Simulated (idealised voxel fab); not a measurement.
A process module follows: voxel fin reveal.
The width of the displayed cross-section, cut, is 265 nm; its cells are square, with a size of 5 nm.
Cross-section = grid of square cells, listed top down in bands; band = one or more rows. Band entry format. Leading values: height of top, height of bottom, nm. Remainder: materials in left-to-right order, each with its width in nm. Special words: "throughout" on a single material, which then fills the band edge to edge; "blank", empty space. Zero point of the height axis is 0; under it, received wafer = one material. Lowest band: continues down indefinitely, "0 nm and below". Width "30->40": first value at the band's top row of cells, second value at its bottom row, equal change from row to row. Given "same as before" for a step, no cell of the cross-section differs between before and after that step. Empty spaces counting at least 8 cells and having no open way to the top are listed in "Voids, sealed". The notation width x height at distance is used for each, the distance being from the left edge and all three values in nm. If you see something after the settings on a step's line, that's the simulator's own remark about that step. If you see "overlay nm" on a step's line and that step has a mask, it's telling you how far right of where it was planned the mask ended up; a negative number means it went left instead.
Listed below are the process steps as planned:
1 RECEIVE (material Si)
2 CONFORMAL_DEP (material SiN; thk nm 5)
3 PATTERN (tone cover; mask id FINS; material resist; width nm 15; pitch nm 45; thk nm 15; overlay nm -15)
4 DIRECTIONAL_ETCH (etch materials SiN; depth nm 5)
5 DIRECTIONAL_ETCH (etch materials Si; depth nm 30)
6 STRIP (etch materials resist)
7 OXIDIZE (depth nm 5)
8 FILL_DEP (material SiO2; thk nm 15)
9 CMP (height nm 5)
10 SELECTIVE_ETCH (etch materials SiO2; depth nm 15)
11 STRIP (etch materials SiN)
12 CONFORMAL_DEP (material SiO2; thk nm 5)
For clarity, it should be stated that the wafers under discussion commence in an identical condition and differ with respect to the overlay nm of step 3, the plan indicating the value that the first wafer had.
Incoming state of the first of several wafers in cross-section: after step 1:
	0 nm and below = Si throughout
	Voids, sealed: none
The rows of the table below are wafers. Looking at the end of the module, a row counts, for every material, the cells the wafer has gained, shown as (+), or lost, shown as (-), since it was received; its closed voids come next:
overlay nm -15; -343 Si; +314 SiO2; Voids, sealed: none
overlay nm -10; -343 Si; +314 SiO2; Voids, sealed: none
overlay nm -5; -343 Si; +314 SiO2; Voids, sealed: none
overlay nm 0; -343 Si; +314 SiO2; Voids, sealed: none
overlay nm 5; -343 Si; +314 SiO2; Voids, sealed: none
overlay nm 10; -343 Si; +314 SiO2; Voids, sealed: none
overlay nm 15; -343 Si; +314 SiO2; Voids, sealed: none
